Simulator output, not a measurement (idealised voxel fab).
Module name: voxel spacer lines (process module)
Each square cell in cross-section cut measures 5 nm, and the section as a whole is 295 nm wide.
Reading order for cross-sections: top band down to bottom band. Underlying form: a grid of square cells. Band size: one or more rows of cells.
This entry defines a band. It first specifies the height of the band's top and the height of its bottom in nm, and then specifies the band's materials from left to right, stating each material with its width in nm. The word "all across" identifies a single material that fills the band from edge to edge, while the word "blank" identifies empty space.
Heights are reckoned from 0. Under this level, the received wafer is all of one material. The bottommost band is open-ended downward, for example "from 0 down".
The expression "30->40" gives the width at the extremes of the band, the first number at its top row of cells and the second at its bottom row, with the width changing by equal amounts from each row to the next in between.
"stayed the same" means the step left every cell of the cross-section as it was.
What "Sealed internal voids" gives you is every empty space of 8 cells or more that is cut off from the top. Each appears as width x height at distance, with the distance taken from the left edge and width, height and distance all in nm.
Heads up: the bit after the settings on a step's line is the simulator's remark on that step.
A step line may carry the setting "overlay nm", which, for steps involving a mask, states the distance by which the mask lay to the right of its intended position; negative values denote displacement to the left.
Process steps - plan:
- 1: RECEIVE | material Si
- 2: CONFORMAL_DEP | material Al2O3 | thk nm 5
- 3: DIRECTIONAL_DEP | material polySi | thk nm 10
- 4: DIRECTIONAL_DEP | material aC | thk nm 25
- 5: PATTERN | tone cover | mask id MANDREL | material resist | width nm 20 | pitch nm 60 | thk nm 35 | overlay nm 0
- 6: DIRECTIONAL_ETCH | etch materials aC | depth nm 25
- 7: STRIP | etch materials resist
- 8: CONFORMAL_DEP | material SiO2 | thk nm 10
- 9: DIRECTIONAL_ETCH | etch materials SiO2 | depth nm 10
- 10: STRIP | etch materials aC
- 11: DIRECTIONAL_ETCH | etch materials polySi | depth nm 10
- 12: STRIP | etch materials SiO2
- 13: FILL_DEP | material lowk | thk nm 5
- 14: CMP | height nm 15
First of two wafers: run as planned:
Incoming wafer, cross-sectional view, post step 1:
from 0 down  Si all across
Sealed internal voids: none
Once step 2 is through, the wafer looks like this in cross-section:
from 5 to 0  Al2O3 all across
Whatever lies below 0 is exactly as it was before.
Once step 3 is through, the wafer looks like this in cross-section:
from 15 to 5  polySi all across
Whatever lies below 5 is exactly as it was before.
Once step 4 is through, the wafer looks like this in cross-section:
from 40 to 15  aC all across
Whatever lies below 15 is exactly as it was before.
Once step 5 is through, the wafer looks like this in cross-section:
from 75 to 40  blank=75, resist=20, blank=40, resist=20, blank=40, resist=20, blank=80
Whatever lies below 40 is exactly as it was before.
Once step 6 is through, the wafer looks like this in cross-section:
from 50 to 40  blank=75, resist=20, blank=40, resist=20, blank=40, resist=20, blank=80
from 40 to 15  blank=75, aC=20, blank=40, aC=20, blank=40, aC=20, blank=80
Whatever lies below 15 is exactly as it was before.
Once step 7 is through, the wafer looks like this in cross-section:
from 40 to 15  blank=75, aC=20, blank=40, aC=20, blank=40, aC=20, blank=80
Whatever lies below 15 is exactly as it was before.
Once step 8 is through, the wafer looks like this in cross-section:
from 50 to 40  blank=65, SiO2=40, blank=20, SiO2=40, blank=20, SiO2=40, blank=70
from 40 to 25  blank=65, SiO2=10, aC=20, SiO2=10, blank=20, SiO2=10, aC=20, SiO2=10, blank=20, SiO2=10, aC=20, SiO2=10, blank=70
from 25 to 15  SiO2=75, aC=20, SiO2=40, aC=20, SiO2=40, aC=20, SiO2=80
Whatever lies below 15 is exactly as it was before.
Once step 9 is through, the wafer looks like this in cross-section:
from 40 to 15  blank=65, SiO2=10, aC=20, SiO2=10, blank=20, SiO2=10, aC=20, SiO2=10, blank=20, SiO2=10, aC=20, SiO2=10, blank=70
Whatever lies below 15 is exactly as it was before.
Once step 10 is through, the wafer looks like this in cross-section:
from 40 to 15  blank=65, SiO2=10, blank=20, SiO2=10, blank=20, SiO2=10, blank=20, SiO2=10, blank=20, SiO2=10, blank=20, SiO2=10, blank=70
Whatever lies below 15 is exactly as it was before.
Once step 11 is through, the wafer looks like this in cross-section:
from 40 to 15  blank=65, SiO2=10, blank=20, SiO2=10, blank=20, SiO2=10, blank=20, SiO2=10, blank=20, SiO2=10, blank=20, SiO2=10, blank=70
from 15 to 5  blank=65, polySi=10, blank=20, polySi=10, blank=20, polySi=10, blank=20, polySi=10, blank=20, polySi=10, blank=20, polySi=10, blank=70
Whatever lies below 5 is exactly as it was before.
Once step 12 is through, the wafer looks like this in cross-section:
from 15 to 5  blank=65, polySi=10, blank=20, polySi=10, blank=20, polySi=10, blank=20, polySi=10, blank=20, polySi=10, blank=20, polySi=10, blank=70
Whatever lies below 5 is exactly as it was before.
Once step 13 is through, the wafer looks like this in cross-section:
from 20 to 15  lowk all across
from 15 to 5  lowk=65, polySi=10, lowk=20, polySi=10, lowk=20, polySi=10, lowk=20, polySi=10, lowk=20, polySi=10, lowk=20, polySi=10, lowk=70
Whatever lies below 5 is exactly as it was before.
Once step 14 is through, the wafer looks like this in cross-section:
from 15 to 5  lowk=65, polySi=10, lowk=20, polySi=10, lowk=20, polySi=10, lowk=20, polySi=10, lowk=20, polySi=10, lowk=20, polySi=10, lowk=70
Whatever lies below 5 is exactly as it was before.
Second wafer, same starting state and plan as the first, one mistake in the run, identical through step 2:
At the planned end of step 3, the second wafer in cross-section:
from 30 to 5  aC all across
Whatever lies below 5 is exactly as it was before.
At the planned end of step 4, the second wafer in cross-section:
from 40 to 30  polySi all across
Whatever lies below 30 is exactly as it was before.
At the planned end of step 5, the second wafer in cross-section:
from 75 to 40  blank=75, resist=20, blank=40, resist=20, blank=40, resist=20, blank=80
Whatever lies below 40 is exactly as it was before.
At the planned end of step 6, the second wafer in cross-section:
from 50 to 40  blank=75, resist=20, blank=40, resist=20, blank=40, resist=20, blank=80
Whatever lies below 40 is exactly as it was before.
At the planned end of step 7, the second wafer in cross-section:
from 40 to 30  polySi all across
Whatever lies below 30 is exactly as it was before.
At the planned end of step 8, the second wafer in cross-section:
from 50 to 40  SiO2 all across
Whatever lies below 40 is exactly as it was before.
At the planned end of step 9, the second wafer in cross-section:
from 40 to 30  polySi all across
Whatever lies below 30 is exactly as it was before.
At the planned end of step 10, the second wafer in cross-section: stayed the same
At the planned end of step 11, the second wafer in cross-section:
from 30 to 5  aC all across
Whatever lies below 5 is exactly as it was before.
At the planned end of step 12, the second wafer in cross-section: stayed the same
At the planned end of step 13, the second wafer in cross-section:
from 35 to 30  lowk all across
Whatever lies below 30 is exactly as it was before.
At the planned end of step 14, the second wafer in cross-section:
from 15 to 5  aC all across
Whatever lies below 5 is exactly as it was before.
The mistake made against the process plan was this: deviation from plan: step 4 and step 3 executed in one another's positions
It is noted that, at the conclusion of processing, the second wafer exhibits a higher or lower cell count for certain materials relative to the first: aC +118, lowk -94, polySi -24
